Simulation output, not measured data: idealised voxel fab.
The name of this process module is voxel trench capacitor.
Cross-sectional view cut (width: 255 nm; square cell size: 5 nm).
How to read a cross-section here: the picture is a grid of square cells, written as bands going from the top down, and any band can span one or more rows of cells.
Top, bottom (nm), then materials left to right with widths (nm); lone material tagged "full width" fills the whole band edge to edge; "air" = empty space.
Convention: height 0 is the level below which the wafer, as received, is all one material. The lowest band does not terminate at the bottom but continues downward, represented as "0 nm and below".
With a width like "30..40", each row of cells in the band differs from the next by the same amount, the top row carrying the first number and the bottom row the second.
"no modification", as given for a step, is the statement that not any cell of the cross-section underwent a change during that step.
"Trapped void list" contains a list of empty spaces, each no smaller than 8 cells and without an open way to the top, written in the form width x height at distance with the distance from the left edge and all three in nm.
Whatever follows a step's settings on its line is a remark the simulator itself makes about that step.
When a step includes a mask, the "overlay nm" setting on its line states how far to the right of its planned place that mask lay, and negative values state how far to the left.

# Process steps foreseen in the plan
1. op RECEIVE | material Si
2. op CONFORMAL_DEP | material SiN | thk nm 10
3. op MASKED_ETCH | tone open | mask id TRENCH | width nm 25 | pitch nm 50 | etch materials SiN | depth nm 10 | overlay nm 0
4. op MASKED_ETCH | tone open | mask id TRENCH | width nm 25 | pitch nm 50 | etch materials Si | depth nm 40 | overlay nm 0
5. op CONFORMAL_DEP | material Al2O3 | thk nm 5
6. op CONFORMAL_DEP | material TiN | thk nm 5
7. op FILL_DEP | material W | thk nm 5
8. op CMP | height nm 10

# Of two wafers, the first: run according to plan

# As-received wafer cross-section (after step 1)
  0 nm and below | Si full width
  Trapped void list: none

# The wafer, seen in cross-section, after step 2
  10 nm to 0 nm | SiN full width
  Unchanged below 0.

# The wafer, seen in cross-section, after step 3
  10 nm to 0 nm | SiN: 90, then air: 25, then SiN: 25, then air: 25, then SiN: 90
  Unchanged below 0.

# The wafer, seen in cross-section, after step 4
  10 nm to 0 nm | SiN: 90, then air: 25, then SiN: 25, then air: 25, then SiN: 90
  0 nm to -40 nm | Si: 90, then air: 25, then Si: 25, then air: 25, then Si: 90
  Unchanged below -40.

# The wafer, seen in cross-section, after step 5
  15 nm to 10 nm | Al2O3: 95, then air: 15, then Al2O3: 35, then air: 15, then Al2O3: 95
  10 nm to 0 nm | SiN: 90, then Al2O3: 5, then air: 15, then Al2O3: 5, then SiN: 25, then Al2O3: 5, then air: 15, then Al2O3: 5, then SiN: 90
  0 nm to -35 nm | Si: 90, then Al2O3: 5, then air: 15, then Al2O3: 5, then Si: 25, then Al2O3: 5, then air: 15, then Al2O3: 5, then Si: 90
  -35 nm to -40 nm | Si: 90, then Al2O3: 25, then Si: 25, then Al2O3: 25, then Si: 90
  Unchanged below -40.

# The wafer, seen in cross-section, after step 6
  20 nm to 15 nm | TiN: 100, then air: 5, then TiN: 45, then air: 5, then TiN: 100
  15 nm to 10 nm | Al2O3: 95, then TiN: 5, then air: 5, then TiN: 5, then Al2O3: 35, then TiN: 5, then air: 5, then TiN: 5, then Al2O3: 95
  10 nm to 0 nm | SiN: 90, then Al2O3: 5, then TiN: 5, then air: 5, then TiN: 5, then Al2O3: 5, then SiN: 25, then Al2O3: 5, then TiN: 5, then air: 5, then TiN: 5, then Al2O3: 5, then SiN: 90
  0 nm to -30 nm | Si: 90, then Al2O3: 5, then TiN: 5, then air: 5, then TiN: 5, then Al2O3: 5, then Si: 25, then Al2O3: 5, then TiN: 5, then air: 5, then TiN: 5, then Al2O3: 5, then Si: 90
  -30 nm to -35 nm | Si: 90, then Al2O3: 5, then TiN: 15, then Al2O3: 5, then Si: 25, then Al2O3: 5, then TiN: 15, then Al2O3: 5, then Si: 90
  Unchanged below -35.

# The wafer, seen in cross-section, after step 7
  25 nm to 20 nm | W full width
  20 nm to 15 nm | TiN: 100, then W: 5, then TiN: 45, then W: 5, then TiN: 100
  15 nm to 10 nm | Al2O3: 95, then TiN: 5, then W: 5, then TiN: 5, then Al2O3: 35, then TiN: 5, then W: 5, then TiN: 5, then Al2O3: 95
  10 nm to 0 nm | SiN: 90, then Al2O3: 5, then TiN: 5, then W: 5, then TiN: 5, then Al2O3: 5, then SiN: 25, then Al2O3: 5, then TiN: 5, then W: 5, then TiN: 5, then Al2O3: 5, then SiN: 90
  0 nm to -30 nm | Si: 90, then Al2O3: 5, then TiN: 5, then W: 5, then TiN: 5, then Al2O3: 5, then Si: 25, then Al2O3: 5, then TiN: 5, then W: 5, then TiN: 5, then Al2O3: 5, then Si: 90
  Unchanged below -30.

# The wafer, seen in cross-section, after step 8
  10 nm to 0 nm | SiN: 90, then Al2O3: 5, then TiN: 5, then W: 5, then TiN: 5, then Al2O3: 5, then SiN: 25, then Al2O3: 5, then TiN: 5, then W: 5, then TiN: 5, then Al2O3: 5, then SiN: 90
  Unchanged below 0.

# Regarding the second of the two wafers: it shared the first wafer's starting condition and process plan, yet one error occurred during its execution. Its history coincides with that of the first wafer up to and including step 6

# Second wafer at the planned finish of step 7, seen in cross-section
  30 nm to 20 nm | W full width
  20 nm to 15 nm | TiN: 100, then W: 5, then TiN: 45, then W: 5, then TiN: 100
  15 nm to 10 nm | Al2O3: 95, then TiN: 5, then W: 5, then TiN: 5, then Al2O3: 35, then TiN: 5, then W: 5, then TiN: 5, then Al2O3: 95
  10 nm to 0 nm | SiN: 90, then Al2O3: 5, then TiN: 5, then W: 5, then TiN: 5, then Al2O3: 5, then SiN: 25, then Al2O3: 5, then TiN: 5, then W: 5, then TiN: 5, then Al2O3: 5, then SiN: 90
  0 nm to -30 nm | Si: 90, then Al2O3: 5, then TiN: 5, then W: 5, then TiN: 5, then Al2O3: 5, then Si: 25, then Al2O3: 5, then TiN: 5, then W: 5, then TiN: 5, then Al2O3: 5, then Si: 90
  Unchanged below -30.

# Second wafer at the planned finish of step 8, seen in cross-section
  10 nm to 0 nm | SiN: 90, then Al2O3: 5, then TiN: 5, then W: 5, then TiN: 5, then Al2O3: 5, then SiN: 25, then Al2O3: 5, then TiN: 5, then W: 5, then TiN: 5, then Al2O3: 5, then SiN: 90
  Unchanged below 0.
Processing error: step 7, plan: ran twice
The mistake has no effect on what this model computes, because the two wafers end with the same cross-section.
